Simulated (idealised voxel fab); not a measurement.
process module | voxel transistor to metal
cross-section cut | 190 nm wide | cells 5 nm
A cross-section is a grid of square cells, given in bands from the top down. A band is one or more rows of cells.
Each band's line starts with the height of the band's top and of its bottom, in nm. Then come its materials from left to right, each with its width in nm. One material with "throughout" fills the band from edge to edge. "air" is empty space.
Height 0 is the level under which the wafer as received is all one material. The lowest band goes on downwards, as in "0 down".
A width such as "30 to 40" changes by the same amount from each row of cells to the next, from the band's top row to its bottom row.
"no change" after a step means that no cell of the cross-section changed.
closed voids: empty space of 8 cells or more with no open way to the top, each as width x height at its distance from the left edge, in nm
after a step's settings: what the simulator itself notes on the step
overlay nm, on a step with a mask: how far to the right of its planned place the mask lay; to the left if negative
Each pair below shows a cross-section before one step and the cross-section after it, down to the lowest band that changed. The line under each pair gives the step between them, with its settings. The pairs can come from different runs of this module on the same starting wafer, so a pair continues from the pair above only where its "before" says so.
before
  0 down: Si throughout
  closed voids: none
after
  5 to 0: SiO2 throughout
  below 0: unchanged
  closed voids: none
the step between: op CONFORMAL_DEP | material SiO2 | thk nm 5
before: the cross-section after the pair above
after
  20 to 5: SiN throughout
  below 5: unchanged
  closed voids: none
the step between: op CONFORMAL_DEP | material SiN | thk nm 15
before: the cross-section after the pair above
after
  20 to 5: air 35 | SiN 115 | air 40
  below 5: unchanged
  closed voids: none
the step between: op MASKED_ETCH | tone cover | mask id ACTIVE | width nm 115 | etch materials SiN | depth nm 15 | overlay nm 0
before: the cross-section after the pair above
after
  20 to 5: air 35 | SiN 115 | air 40
  5 to 0: air 35 | SiO2 115 | air 40
  below 0: unchanged
  closed voids: none
the step between: op MASKED_ETCH | tone cover | mask id ACTIVE | width nm 115 | etch materials SiO2 | depth nm 5 | overlay nm 0
before: the cross-section after the pair above
after
  20 to 5: air 35 | SiN 115 | air 40
  5 to 0: air 35 | SiO2 115 | air 40
  0 to -20: air 35 | Si 115 | air 40
  below -20: unchanged
  closed voids: none
the step between: op MASKED_ETCH | tone cover | mask id ACTIVE | width nm 115 | etch materials Si | depth nm 20 | overlay nm 0
before: the cross-section after the pair above
after
  25 to 20: SiO2 throughout
  20 to 5: SiO2 35 | SiN 115 | SiO2 40
  5 to 0: SiO2 throughout
  0 to -20: SiO2 35 | Si 115 | SiO2 40
  below -20: unchanged
  closed voids: none
the step between: op FILL_DEP | material SiO2 | thk nm 5
before: the cross-section after the pair above
after
  20 to 5: SiO2 35 | SiN 115 | SiO2 40
  below 5: unchanged
  closed voids: none
the step between: op CMP | height nm 20
before: the cross-section after the pair above
after
  20 to 10: air 35 | SiN 115 | air 40
  below 10: unchanged
  closed voids: none
the step between: op SELECTIVE_ETCH | etch materials SiO2 | depth nm 10
before: the cross-section after the pair above
after
  10 to 5: SiO2 35 | air 115 | SiO2 40
  below 5: unchanged
  closed voids: none
the step between: op STRIP | etch materials SiN
before: the cross-section after the pair above
after
  5 to 0: SiO2 30 | air 125 | SiO2 35
  below 0: unchanged
  closed voids: none
the step between: op SELECTIVE_ETCH | etch materials SiO2 | depth nm 5
before: the cross-section after the pair above
after
  5 to 0: SiO2 30 | air 125 | SiO2 35
  0 to -5: SiO2 throughout
  below -5: unchanged
  closed voids: none
the step between: op OXIDIZE | depth nm 5
before: the cross-section after the pair above
after
  35 to 30: polySi 30 | air 125 | polySi 35
  30 to 5: polySi throughout
  5 to 0: SiO2 30 | polySi 125 | SiO2 35
  below 0: unchanged
  closed voids: none
the step between: op DIRECTIONAL_DEP | material polySi | thk nm 30
before: the cross-section after the pair above
after
  50 to 45: SiCN 30 | air 125 | SiCN 35
  45 to 35: SiCN throughout
  35 to 30: polySi 30 | SiCN 125 | polySi 35
  below 30: unchanged
  closed voids: none
the step between: op DIRECTIONAL_DEP | material SiCN | thk nm 15
before: the cross-section after the pair above
after
  60 to 55: aC 30 | air 125 | aC 35
  55 to 50: aC throughout
  50 to 45: SiCN 30 | aC 125 | SiCN 35
  below 45: unchanged
  closed voids: none
the step between: op DIRECTIONAL_DEP | material aC | thk nm 10
before: the cross-section after the pair above
after
  85 to 60: air 80 | resist 25 | air 85
  60 to 55: aC 30 | air 50 | resist 25 | air 50 | aC 35
  below 55: unchanged
  closed voids: none
the step between: op PATTERN | tone cover | mask id GATE | material resist | width nm 25 | thk nm 25 | overlay nm 0
before: the cross-section after the pair above
after
  75 to 55: air 80 | resist 25 | air 85
  55 to 50: air 80 | aC 25 | air 85
  50 to 45: SiCN 30 | air 50 | aC 25 | air 50 | SiCN 35
  below 45: unchanged
  closed voids: none
the step between: op DIRECTIONAL_ETCH | etch materials aC | depth nm 10
before: the cross-section after the pair above
after
  55 to 50: air 80 | aC 25 | air 85
  below 50: unchanged
  closed voids: none
the step between: op STRIP | etch materials resist
before: the cross-section after the pair above
after
  55 to 45: air 80 | aC 25 | air 85
  45 to 35: air 80 | SiCN 25 | air 85
  35 to 30: polySi 30 | air 50 | SiCN 25 | air 50 | polySi 35
  below 30: unchanged
  closed voids: none
the step between: op DIRECTIONAL_ETCH | etch materials SiCN | depth nm 25
before: the cross-section after the pair above
after
  55 to 45: air 80 | aC 25 | air 85
  45 to 30: air 80 | SiCN 25 | air 85
  30 to 5: air 80 | polySi 25 | air 85
  5 to 0: SiO2 30 | air 50 | polySi 25 | air 50 | SiO2 35
  below 0: unchanged
  closed voids: none
the step between: op DIRECTIONAL_ETCH | etch materials polySi | depth nm 40
before: the cross-section after the pair above
after
  45 to 30: air 80 | SiCN 25 | air 85
  below 30: unchanged
  closed voids: none
the step between: op STRIP | etch materials aC
before: the cross-section after the pair above
after
  50 to 45: air 75 | SiN 35 | air 80
  45 to 30: air 75 | SiN 5 | SiCN 25 | SiN 5 | air 80
  30 to 10: air 75 | SiN 5 | polySi 25 | SiN 5 | air 80
  10 to 5: SiN 35 | air 40 | SiN 5 | polySi 25 | SiN 5 | air 40 | SiN 40
  5 to 0: SiO2 30 | SiN 50 | polySi 25 | SiN 50 | SiO2 35
  below 0: unchanged
  closed voids: none
the step between: op CONFORMAL_DEP | material SiN | thk nm 5
before: the cross-section after the pair above
after
  45 to 30: air 75 | SiN 5 | SiCN 25 | SiN 5 | air 80
  30 to 5: air 75 | SiN 5 | polySi 25 | SiN 5 | air 80
  5 to 0: SiO2 30 | SiN 5 | air 40 | SiN 5 | polySi 25 | SiN 5 | air 40 | SiN 5 | SiO2 35
  below 0: unchanged
  closed voids: none
the step between: op DIRECTIONAL_ETCH | etch materials SiN | depth nm 5
before: the cross-section after the pair above
after
  45 to 30: air 75 | SiN 5 | SiCN 25 | SiN 5 | air 80
  30 to 5: air 75 | SiN 5 | polySi 25 | SiN 5 | air 80
  5 to 0: air 30 | SiN 5 | air 40 | SiN 5 | polySi 25 | SiN 5 | air 40 | SiN 5 | air 35
  0 to -5: SiO2 35 | air 40 | SiO2 35 | air 40 | SiO2 40
  below -5: unchanged
  closed voids: none
the step between: op DIRECTIONAL_ETCH | etch materials SiO2 | depth nm 5
before: the cross-section after the pair above
after
  45 to 30: air 75 | SiN 5 | SiCN 25 | SiN 5 | air 80
  30 to 5: air 75 | SiN 5 | polySi 25 | SiN 5 | air 80
  5 to 0: air 30 | SiN 5 | air 40 | SiN 5 | polySi 25 | SiN 5 | air 40 | SiN 5 | air 35
  0 to -5: SiO2 35 | air 40 | SiO2 35 | air 40 | SiO2 40
  -5 to -10: SiO2 35 | air 40 | Si 35 | air 40 | SiO2 40
  below -10: unchanged
  closed voids: none
the step between: op DIRECTIONAL_ETCH | etch materials Si | depth nm 5
before: the cross-section after the pair above
after
  45 to 30: air 75 | SiN 5 | SiCN 25 | SiN 5 | air 80
  30 to 5: air 75 | SiN 5 | polySi 25 | SiN 5 | air 80
  5 to 0: air 30 | SiN 5 | air 40 | SiN 5 | polySi 25 | SiN 5 | air 40 | SiN 5 | air 35
  0 to -5: SiO2 35 | air 35 | nSi 5 | SiO2 35 | nSi 5 | air 35 | SiO2 40
  -5 to -10: SiO2 35 | nSi 40 | Si 35 | nSi 40 | SiO2 40
  below -10: unchanged
  closed voids: none
the step between: op EPI | material nSi | thk nm 5
before: the cross-section after the pair above
after
  50 to 45: SiO2 throughout
  45 to 30: SiO2 75 | SiN 5 | SiCN 25 | SiN 5 | SiO2 80
  30 to 5: SiO2 75 | SiN 5 | polySi 25 | SiN 5 | SiO2 80
  5 to 0: SiO2 30 | SiN 5 | SiO2 40 | SiN 5 | polySi 25 | SiN 5 | SiO2 40 | SiN 5 | SiO2 35
  0 to -5: SiO2 70 | nSi 5 | SiO2 35 | nSi 5 | SiO2 75
  below -5: unchanged
  closed voids: none
the step between: op FILL_DEP | material SiO2 | thk nm 5
before: the cross-section after the pair above
after
  30 to 5: SiO2 75 | SiN 5 | polySi 25 | SiN 5 | SiO2 80
  below 5: unchanged
  closed voids: none
the step between: op CMP | height nm 30
before: the cross-section after the pair above
after
  30 to 5: SiO2 75 | SiN 5 | air 25 | SiN 5 | SiO2 80
  5 to 0: SiO2 30 | SiN 5 | SiO2 40 | SiN 5 | air 25 | SiN 5 | SiO2 40 | SiN 5 | SiO2 35
  below 0: unchanged
  closed voids: none
the step between: op STRIP | etch materials polySi
before: the cross-section after the pair above
after
  30 to 25: air 75 | SiN 5 | air 25 | SiN 5 | air 80
  25 to 5: SiO2 75 | SiN 5 | air 25 | SiN 5 | SiO2 80
  5 to 0: SiO2 30 | SiN 5 | SiO2 40 | SiN 5 | air 25 | SiN 5 | SiO2 40 | SiN 5 | SiO2 35
  0 to -5: SiO2 70 | nSi 5 | air 35 | nSi 5 | SiO2 75
  below -5: unchanged
  closed voids: none
the step between: op SELECTIVE_ETCH | etch materials SiO2 | depth nm 5
before: the cross-section after the pair above
after
  35 to 30: air 70 | HfO2 15 | air 15 | HfO2 15 | air 75
  30 to 25: HfO2 75 | SiN 5 | HfO2 5 | air 15 | HfO2 5 | SiN 5 | HfO2 80
  25 to 5: SiO2 75 | SiN 5 | HfO2 5 | air 15 | HfO2 5 | SiN 5 | SiO2 80
  5 to 0: SiO2 30 | SiN 5 | SiO2 40 | SiN 5 | HfO2 5 | air 15 | HfO2 5 | SiN 5 | SiO2 40 | SiN 5 | SiO2 35
  0 to -5: SiO2 70 | nSi 5 | HfO2 35 | nSi 5 | SiO2 75
  below -5: unchanged
  closed voids: none
the step between: op CONFORMAL_DEP | material HfO2 | thk nm 5
before: the cross-section after the pair above
after
  40 to 35: air 65 | TiN 25 | air 5 | TiN 25 | air 70
  35 to 30: TiN 70 | HfO2 15 | TiN 5 | air 5 | TiN 5 | HfO2 15 | TiN 75
  30 to 25: HfO2 75 | SiN 5 | HfO2 5 | TiN 5 | air 5 | TiN 5 | HfO2 5 | SiN 5 | HfO2 80
  25 to 5: SiO2 75 | SiN 5 | HfO2 5 | TiN 5 | air 5 | TiN 5 | HfO2 5 | SiN 5 | SiO2 80
  5 to 0: SiO2 30 | SiN 5 | SiO2 40 | SiN 5 | HfO2 5 | TiN 15 | HfO2 5 | SiN 5 | SiO2 40 | SiN 5 | SiO2 35
  below 0: unchanged
  closed voids: none
the step between: op CONFORMAL_DEP | material TiN | thk nm 5
before: the cross-section after the pair above
after
  45 to 40: W throughout
  40 to 35: W 65 | TiN 25 | W 5 | TiN 25 | W 70
  35 to 30: TiN 70 | HfO2 15 | TiN 5 | W 5 | TiN 5 | HfO2 15 | TiN 75
  30 to 25: HfO2 75 | SiN 5 | HfO2 5 | TiN 5 | W 5 | TiN 5 | HfO2 5 | SiN 5 | HfO2 80
  25 to 5: SiO2 75 | SiN 5 | HfO2 5 | TiN 5 | W 5 | TiN 5 | HfO2 5 | SiN 5 | SiO2 80
  below 5: unchanged
  closed voids: none
the step between: op FILL_DEP | material W | thk nm 5
before: the cross-section after the pair above
after
  25 to 5: SiO2 75 | SiN 5 | HfO2 5 | TiN 5 | W 5 | TiN 5 | HfO2 5 | SiN 5 | SiO2 80
  below 5: unchanged
  closed voids: none
the step between: op CMP | height nm 25
before: the cross-section after the pair above
after
  35 to 25: SiO2 throughout
  below 25: unchanged
  closed voids: none
the step between: op DIRECTIONAL_DEP | material SiO2 | thk nm 10
before: the cross-section after the pair above
after
  50 to 35: aC throughout
  below 35: unchanged
  closed voids: none
the step between: op DIRECTIONAL_DEP | material aC | thk nm 15
before: the cross-section after the pair above
after
  85 to 50: resist 40 | air 20 | resist 65 | air 20 | resist 45
  below 50: unchanged
  closed voids: none
the step between: op PATTERN | tone open | mask id CONTACT | material resist | width nm 20 | pitch nm 85 | thk nm 35 | overlay nm 0
before: the cross-section after the pair above
after
  70 to 50: resist 40 | air 20 | resist 65 | air 20 | resist 45
  50 to 35: aC 40 | air 20 | aC 65 | air 20 | aC 45
  below 35: unchanged
  closed voids: none
the step between: op DIRECTIONAL_ETCH | etch materials aC | depth nm 15
before: the cross-section after the pair above
after
  50 to 35: aC 40 | air 20 | aC 65 | air 20 | aC 45
  below 35: unchanged
  closed voids: none
the step between: op STRIP | etch materials resist
before: the cross-section after the pair above
after
  50 to 35: aC 40 | air 20 | aC 65 | air 20 | aC 45
  35 to 25: SiO2 40 | air 20 | SiO2 65 | air 20 | SiO2 45
  25 to 5: SiO2 40 | air 20 | SiO2 15 | SiN 5 | HfO2 5 | TiN 5 | W 5 | TiN 5 | HfO2 5 | SiN 5 | SiO2 15 | air 20 | SiO2 45
  5 to 0: SiO2 30 | SiN 5 | SiO2 5 | air 20 | SiO2 15 | SiN 5 | HfO2 5 | TiN 15 | HfO2 5 | SiN 5 | SiO2 15 | air 20 | SiO2 5 | SiN 5 | SiO2 35
  0 to -5: SiO2 40 | air 20 | SiO2 10 | nSi 5 | HfO2 35 | nSi 5 | SiO2 10 | air 20 | SiO2 45
  below -5: unchanged
  closed voids: none
the step between: op DIRECTIONAL_ETCH | etch materials SiO2 | depth nm 40
before: the cross-section after the pair above
after
  35 to 25: SiO2 40 | air 20 | SiO2 65 | air 20 | SiO2 45
  below 25: unchanged
  closed voids: none
the step between: op STRIP | etch materials aC
before: the cross-section after the pair above
after
  40 to 35: TiN 45 | air 10 | TiN 75 | air 10 | TiN 50
  35 to 25: SiO2 40 | TiN 5 | air 10 | TiN 5 | SiO2 65 | TiN 5 | air 10 | TiN 5 | SiO2 45
  25 to 5: SiO2 40 | TiN 5 | air 10 | TiN 5 | SiO2 15 | SiN 5 | HfO2 5 | TiN 5 | W 5 | TiN 5 | HfO2 5 | SiN 5 | SiO2 15 | TiN 5 | air 10 | TiN 5 | SiO2 45
  5 to 0: SiO2 30 | SiN 5 | SiO2 5 | TiN 5 | air 10 | TiN 5 | SiO2 15 | SiN 5 | HfO2 5 | TiN 15 | HfO2 5 | SiN 5 | SiO2 15 | TiN 5 | air 10 | TiN 5 | SiO2 5 | SiN 5 | SiO2 35
  0 to -5: SiO2 40 | TiN 20 | SiO2 10 | nSi 5 | HfO2 35 | nSi 5 | SiO2 10 | TiN 20 | SiO2 45
  below -5: unchanged
  closed voids: none
the step between: op CONFORMAL_DEP | material TiN | thk nm 5
before: the cross-section after the pair above
after
  45 to 40: W throughout
  40 to 35: TiN 45 | W 10 | TiN 75 | W 10 | TiN 50
  35 to 25: SiO2 40 | TiN 5 | W 10 | TiN 5 | SiO2 65 | TiN 5 | W 10 | TiN 5 | SiO2 45
  25 to 5: SiO2 40 | TiN 5 | W 10 | TiN 5 | SiO2 15 | SiN 5 | HfO2 5 | TiN 5 | W 5 | TiN 5 | HfO2 5 | SiN 5 | SiO2 15 | TiN 5 | W 10 | TiN 5 | SiO2 45
  5 to 0: SiO2 30 | SiN 5 | SiO2 5 | TiN 5 | W 10 | TiN 5 | SiO2 15 | SiN 5 | HfO2 5 | TiN 15 | HfO2 5 | SiN 5 | SiO2 15 | TiN 5 | W 10 | TiN 5 | SiO2 5 | SiN 5 | SiO2 35
  below 0: unchanged
  closed voids: none
the step between: op FILL_DEP | material W | thk nm 5
before: the cross-section after the pair above
after
  35 to 25: SiO2 40 | TiN 5 | W 10 | TiN 5 | SiO2 65 | TiN 5 | W 10 | TiN 5 | SiO2 45
  below 25: unchanged
  closed voids: none
the step between: op CMP | height nm 35
before: the cross-section after the pair above
after
  40 to 35: TiN throughout
  below 35: unchanged
  closed voids: none
the step between: op DIRECTIONAL_DEP | material TiN | thk nm 5
before: the cross-section after the pair above
after
  65 to 40: Ru throughout
  below 40: unchanged
  closed voids: none
the step between: op DIRECTIONAL_DEP | material Ru | thk nm 25
before: the cross-section after the pair above
after
  85 to 65: air 40 | resist 20 | air 65 | resist 20 | air 45
  below 65: unchanged
  closed voids: none
the step between: op PATTERN | tone cover | mask id METAL_1 | material resist | width nm 20 | pitch nm 85 | thk nm 20 | overlay nm 0
before: the cross-section after the pair above
after
  85 to 65: air 40 | resist 20 | air 65 | resist 20 | air 45
  65 to 40: air 40 | Ru 20 | air 65 | Ru 20 | air 45
  below 40: unchanged
  closed voids: none
the step between: op DIRECTIONAL_ETCH | etch materials Ru | depth nm 25
before: the cross-section after the pair above
after
  85 to 65: air 40 | resist 20 | air 65 | resist 20 | air 45
  65 to 40: air 40 | Ru 20 | air 65 | Ru 20 | air 45
  40 to 35: air 40 | TiN 20 | air 65 | TiN 20 | air 45
  below 35: unchanged
  closed voids: none
the step between: op DIRECTIONAL_ETCH | etch materials TiN | depth nm 5
before: the cross-section after the pair above
after
  65 to 40: air 40 | Ru 20 | air 65 | Ru 20 | air 45
  below 40: unchanged
  closed voids: none
the step between: op STRIP | etch materials resist
before: the cross-section after the pair above
after
  70 to 65: lowk throughout
  65 to 40: lowk 40 | Ru 20 | lowk 65 | Ru 20 | lowk 45
  40 to 35: lowk 40 | TiN 20 | lowk 65 | TiN 20 | lowk 45
  below 35: unchanged
  closed voids: none
the step between: op FILL_DEP | material lowk | thk nm 5
before: the cross-section after the pair above
after
  65 to 40: lowk 40 | Ru 20 | lowk 65 | Ru 20 | lowk 45
  below 40: unchanged
  closed voids: none
the step between: op CMP | height nm 65
before: the cross-section after the pair above
after
  70 to 65: SiCN throughout
  below 65: unchanged
  closed voids: none
the step between: op CONFORMAL_DEP | material SiCN | thk nm 5
before: the cross-section after the pair above
after
  100 to 70: SiO2 throughout
  below 70: unchanged
  closed voids: none
the step between: op DIRECTIONAL_DEP | material SiO2 | thk nm 30
before: the cross-section after the pair above
after
  115 to 100: aC throughout
  below 100: unchanged
  closed voids: none
the step between: op DIRECTIONAL_DEP | material aC | thk nm 15
before: the cross-section after the pair above
after
  145 to 115: resist 40 | air 20 | resist 65 | air 20 | resist 45
  below 115: unchanged
  closed voids: none
the step between: op PATTERN | tone open | mask id METAL_2 | material resist | width nm 20 | pitch nm 85 | thk nm 30 | overlay nm 0
before: the cross-section after the pair above
after
  130 to 115: resist 40 | air 20 | resist 65 | air 20 | resist 45
  115 to 100: aC 40 | air 20 | aC 65 | air 20 | aC 45
  below 100: unchanged
  closed voids: none
the step between: op DIRECTIONAL_ETCH | etch materials aC | depth nm 15
before: the cross-section after the pair above
after
  115 to 100: aC 40 | air 20 | aC 65 | air 20 | aC 45
  below 100: unchanged
  closed voids: none
the step between: op STRIP | etch materials resist
before: the cross-section after the pair above
after
  115 to 100: aC 40 | air 20 | aC 65 | air 20 | aC 45
  100 to 85: SiO2 40 | air 20 | SiO2 65 | air 20 | SiO2 45
  below 85: unchanged
  closed voids: none
the step between: op DIRECTIONAL_ETCH | etch materials SiO2 | depth nm 15
before: the cross-section after the pair above
after
  100 to 85: SiO2 40 | air 20 | SiO2 65 | air 20 | SiO2 45
  below 85: unchanged
  closed voids: none
the step between: op STRIP | etch materials aC
before: the cross-section after the pair above
after
  115 to 100: aC 40 | air 20 | aC 65 | air 20 | aC 45
  100 to 85: SiO2 40 | aC 20 | SiO2 65 | aC 20 | SiO2 45
  below 85: unchanged
  closed voids: none
the step between: op DIRECTIONAL_DEP | material aC | thk nm 15
before: the cross-section after the pair above
after
  150 to 115: resist 40 | air 15 | resist 70 | air 15 | resist 50
  115 to 100: aC 40 | air 15 | resist 5 | aC 65 | air 15 | resist 5 | aC 45
  below 100: unchanged
  closed voids: none
the step between: op PATTERN | tone open | mask id METAL_2_HOLES | material resist | width nm 15 | pitch nm 85 | thk nm 35 | overlay nm 0
before: the cross-section after the pair above
after
  135 to 115: resist 40 | air 15 | resist 70 | air 15 | resist 50
  115 to 100: aC 40 | air 15 | resist 5 | aC 65 | air 15 | resist 5 | aC 45
  100 to 85: SiO2 40 | air 15 | aC 5 | SiO2 65 | air 15 | aC 5 | SiO2 45
  below 85: unchanged
  closed voids: none
the step between: op DIRECTIONAL_ETCH | etch materials aC | depth nm 15
before: the cross-section after the pair above
after
  115 to 100: aC 40 | air 20 | aC 65 | air 20 | aC 45
  below 100: unchanged
  closed voids: none
the step between: op STRIP | etch materials resist
before: the cross-section after the pair above
after
  115 to 100: aC 40 | air 20 | aC 65 | air 20 | aC 45
  100 to 85: SiO2 40 | air 15 | aC 5 | SiO2 65 | air 15 | aC 5 | SiO2 45
  85 to 70: SiO2 40 | air 15 | SiO2 70 | air 15 | SiO2 50
  below 70: unchanged
  closed voids: none
the step between: op DIRECTIONAL_ETCH | etch materials SiO2 | depth nm 15
before: the cross-section after the pair above
after
  115 to 100: aC 40 | air 20 | aC 65 | air 20 | aC 45
  100 to 85: SiO2 40 | air 15 | aC 5 | SiO2 65 | air 15 | aC 5 | SiO2 45
  85 to 70: SiO2 40 | air 15 | SiO2 70 | air 15 | SiO2 50
  70 to 65: SiCN 40 | air 15 | SiCN 70 | air 15 | SiCN 50
  below 65: unchanged
  closed voids: none
the step between: op DIRECTIONAL_ETCH | etch materials SiCN | depth nm 5
before: the cross-section after the pair above
after
  100 to 85: SiO2 40 | air 20 | SiO2 65 | air 20 | SiO2 45
  below 85: unchanged
  closed voids: none
the step between: op STRIP | etch materials aC
before: the cross-section after the pair above
after
  105 to 100: TiN 45 | air 10 | TiN 75 | air 10 | TiN 50
  100 to 90: SiO2 40 | TiN 5 | air 10 | TiN 5 | SiO2 65 | TiN 5 | air 10 | TiN 5 | SiO2 45
  90 to 85: SiO2 40 | TiN 5 | air 5 | TiN 10 | SiO2 65 | TiN 5 | air 5 | TiN 10 | SiO2 45
  85 to 70: SiO2 40 | TiN 5 | air 5 | TiN 5 | SiO2 70 | TiN 5 | air 5 | TiN 5 | SiO2 50
  70 to 65: SiCN 40 | TiN 15 | SiCN 70 | TiN 15 | SiCN 50
  below 65: unchanged
  closed voids: none
the step between: op CONFORMAL_DEP | material TiN | thk nm 5
before: the cross-section after the pair above
after
  110 to 105: Cu throughout
  105 to 100: TiN 45 | Cu 10 | TiN 75 | Cu 10 | TiN 50
  100 to 90: SiO2 40 | TiN 5 | Cu 10 | TiN 5 | SiO2 65 | TiN 5 | Cu 10 | TiN 5 | SiO2 45
  90 to 85: SiO2 40 | TiN 5 | Cu 5 | TiN 10 | SiO2 65 | TiN 5 | Cu 5 | TiN 10 | SiO2 45
  85 to 70: SiO2 40 | TiN 5 | Cu 5 | TiN 5 | SiO2 70 | TiN 5 | Cu 5 | TiN 5 | SiO2 50
  below 70: unchanged
  closed voids: none
the step between: op FILL_DEP | material Cu | thk nm 5
before: the cross-section after the pair above
after
  100 to 90: SiO2 40 | TiN 5 | Cu 10 | TiN 5 | SiO2 65 | TiN 5 | Cu 10 | TiN 5 | SiO2 45
  below 90: unchanged
  closed voids: none
the step between: op CMP | height nm 100
before: the cross-section after the pair above
after
  105 to 100: SiCN throughout
  below 100: unchanged
  closed voids: none
the step between: op CONFORMAL_DEP | material SiCN | thk nm 5
before
  30 to 25: air 75 | SiN 5 | air 25 | SiN 5 | air 80
  25 to 5: SiO2 75 | SiN 5 | air 25 | SiN 5 | SiO2 80
  5 to 0: SiO2 30 | SiN 5 | SiO2 40 | SiN 5 | air 25 | SiN 5 | SiO2 40 | SiN 5 | SiO2 35
  0 to -5: SiO2 70 | nSi 5 | air 35 | nSi 5 | SiO2 75
  -5 to -10: SiO2 35 | nSi 40 | Si 35 | nSi 40 | SiO2 40
  -10 to -20: SiO2 35 | Si 115 | SiO2 40
  -20 down: Si throughout
  closed voids: none
after
  35 to 30: air 70 | TiN 15 | air 15 | TiN 15 | air 75
  30 to 25: TiN 75 | SiN 5 | TiN 5 | air 15 | TiN 5 | SiN 5 | TiN 80
  25 to 5: SiO2 75 | SiN 5 | TiN 5 | air 15 | TiN 5 | SiN 5 | SiO2 80
  5 to 0: SiO2 30 | SiN 5 | SiO2 40 | SiN 5 | TiN 5 | air 15 | TiN 5 | SiN 5 | SiO2 40 | SiN 5 | SiO2 35
  0 to -5: SiO2 70 | nSi 5 | TiN 35 | nSi 5 | SiO2 75
  below -5: unchanged
  closed voids: none
the step between: op CONFORMAL_DEP | material TiN | thk nm 5
before: the cross-section after the pair above
after
  40 to 35: W throughout
  35 to 30: W 70 | TiN 15 | W 15 | TiN 15 | W 75
  30 to 25: TiN 75 | SiN 5 | TiN 5 | W 15 | TiN 5 | SiN 5 | TiN 80
  25 to 5: SiO2 75 | SiN 5 | TiN 5 | W 15 | TiN 5 | SiN 5 | SiO2 80
  5 to 0: SiO2 30 | SiN 5 | SiO2 40 | SiN 5 | TiN 5 | W 15 | TiN 5 | SiN 5 | SiO2 40 | SiN 5 | SiO2 35
  below 0: unchanged
  closed voids: none
the step between: op FILL_DEP | material W | thk nm 5
before: the cross-section after the pair above
after
  25 to 5: SiO2 75 | SiN 5 | TiN 5 | W 15 | TiN 5 | SiN 5 | SiO2 80
  below 5: unchanged
  closed voids: none
the step between: op CMP | height nm 25
before: the cross-section after the pair above
after
  35 to 25: SiO2 throughout
  below 25: unchanged
  closed voids: none
the step between: op DIRECTIONAL_DEP | material SiO2 | thk nm 10
before: the cross-section after the pair above
after
  50 to 35: aC throughout
  below 35: unchanged
  closed voids: none
the step between: op DIRECTIONAL_DEP | material aC | thk nm 15
before: the cross-section after the pair above
after
  85 to 50: resist 40 | air 20 | resist 65 | air 20 | resist 45
  below 50: unchanged
  closed voids: none
the step between: op PATTERN | tone open | mask id CONTACT | material resist | width nm 20 | pitch nm 85 | thk nm 35 | overlay nm 0
before: the cross-section after the pair above
after
  70 to 50: resist 40 | air 20 | resist 65 | air 20 | resist 45
  50 to 35: aC 40 | air 20 | aC 65 | air 20 | aC 45
  below 35: unchanged
  closed voids: none
the step between: op DIRECTIONAL_ETCH | etch materials aC | depth nm 15
before: the cross-section after the pair above
after
  50 to 35: aC 40 | air 20 | aC 65 | air 20 | aC 45
  below 35: unchanged
  closed voids: none
the step between: op STRIP | etch materials resist
before: the cross-section after the pair above
after
  50 to 35: aC 40 | air 20 | aC 65 | air 20 | aC 45
  35 to 25: SiO2 40 | air 20 | SiO2 65 | air 20 | SiO2 45
  25 to 5: SiO2 40 | air 20 | SiO2 15 | SiN 5 | TiN 5 | W 15 | TiN 5 | SiN 5 | SiO2 15 | air 20 | SiO2 45
  5 to 0: SiO2 30 | SiN 5 | SiO2 5 | air 20 | SiO2 15 | SiN 5 | TiN 5 | W 15 | TiN 5 | SiN 5 | SiO2 15 | air 20 | SiO2 5 | SiN 5 | SiO2 35
  0 to -5: SiO2 40 | air 20 | SiO2 10 | nSi 5 | TiN 35 | nSi 5 | SiO2 10 | air 20 | SiO2 45
  below -5: unchanged
  closed voids: none
the step between: op DIRECTIONAL_ETCH | etch materials SiO2 | depth nm 40
before: the cross-section after the pair above
after
  35 to 25: SiO2 40 | air 20 | SiO2 65 | air 20 | SiO2 45
  below 25: unchanged
  closed voids: none
the step between: op STRIP | etch materials aC
before: the cross-section after the pair above
after
  40 to 35: TiN 45 | air 10 | TiN 75 | air 10 | TiN 50
  35 to 25: SiO2 40 | TiN 5 | air 10 | TiN 5 | SiO2 65 | TiN 5 | air 10 | TiN 5 | SiO2 45
  25 to 5: SiO2 40 | TiN 5 | air 10 | TiN 5 | SiO2 15 | SiN 5 | TiN 5 | W 15 | TiN 5 | SiN 5 | SiO2 15 | TiN 5 | air 10 | TiN 5 | SiO2 45
  5 to 0: SiO2 30 | SiN 5 | SiO2 5 | TiN 5 | air 10 | TiN 5 | SiO2 15 | SiN 5 | TiN 5 | W 15 | TiN 5 | SiN 5 | SiO2 15 | TiN 5 | air 10 | TiN 5 | SiO2 5 | SiN 5 | SiO2 35
  0 to -5: SiO2 40 | TiN 20 | SiO2 10 | nSi 5 | TiN 35 | nSi 5 | SiO2 10 | TiN 20 | SiO2 45
  below -5: unchanged
  closed voids: none
the step between: op CONFORMAL_DEP | material TiN | thk nm 5
before: the cross-section after the pair above
after
  45 to 40: W throughout
  40 to 35: TiN 45 | W 10 | TiN 75 | W 10 | TiN 50
  35 to 25: SiO2 40 | TiN 5 | W 10 | TiN 5 | SiO2 65 | TiN 5 | W 10 | TiN 5 | SiO2 45
  25 to 5: SiO2 40 | TiN 5 | W 10 | TiN 5 | SiO2 15 | SiN 5 | TiN 5 | W 15 | TiN 5 | SiN 5 | SiO2 15 | TiN 5 | W 10 | TiN 5 | SiO2 45
  5 to 0: SiO2 30 | SiN 5 | SiO2 5 | TiN 5 | W 10 | TiN 5 | SiO2 15 | SiN 5 | TiN 5 | W 15 | TiN 5 | SiN 5 | SiO2 15 | TiN 5 | W 10 | TiN 5 | SiO2 5 | SiN 5 | SiO2 35
  below 0: unchanged
  closed voids: none
the step between: op FILL_DEP | material W | thk nm 5
before: the cross-section after the pair above
after
  35 to 25: SiO2 40 | TiN 5 | W 10 | TiN 5 | SiO2 65 | TiN 5 | W 10 | TiN 5 | SiO2 45
  below 25: unchanged
  closed voids: none
the step between: op CMP | height nm 35
before: the cross-section after the pair above
after
  40 to 35: TiN throughout
  below 35: unchanged
  closed voids: none
the step between: op DIRECTIONAL_DEP | material TiN | thk nm 5
before: the cross-section after the pair above
after
  65 to 40: Ru throughout
  below 40: unchanged
  closed voids: none
the step between: op DIRECTIONAL_DEP | material Ru | thk nm 25
before: the cross-section after the pair above
after
  85 to 65: air 40 | resist 20 | air 65 | resist 20 | air 45
  below 65: unchanged
  closed voids: none
the step between: op PATTERN | tone cover | mask id METAL_1 | material resist | width nm 20 | pitch nm 85 | thk nm 20 | overlay nm 0
before: the cross-section after the pair above
after
  85 to 65: air 40 | resist 20 | air 65 | resist 20 | air 45
  65 to 40: air 40 | Ru 20 | air 65 | Ru 20 | air 45
  below 40: unchanged
  closed voids: none
the step between: op DIRECTIONAL_ETCH | etch materials Ru | depth nm 25
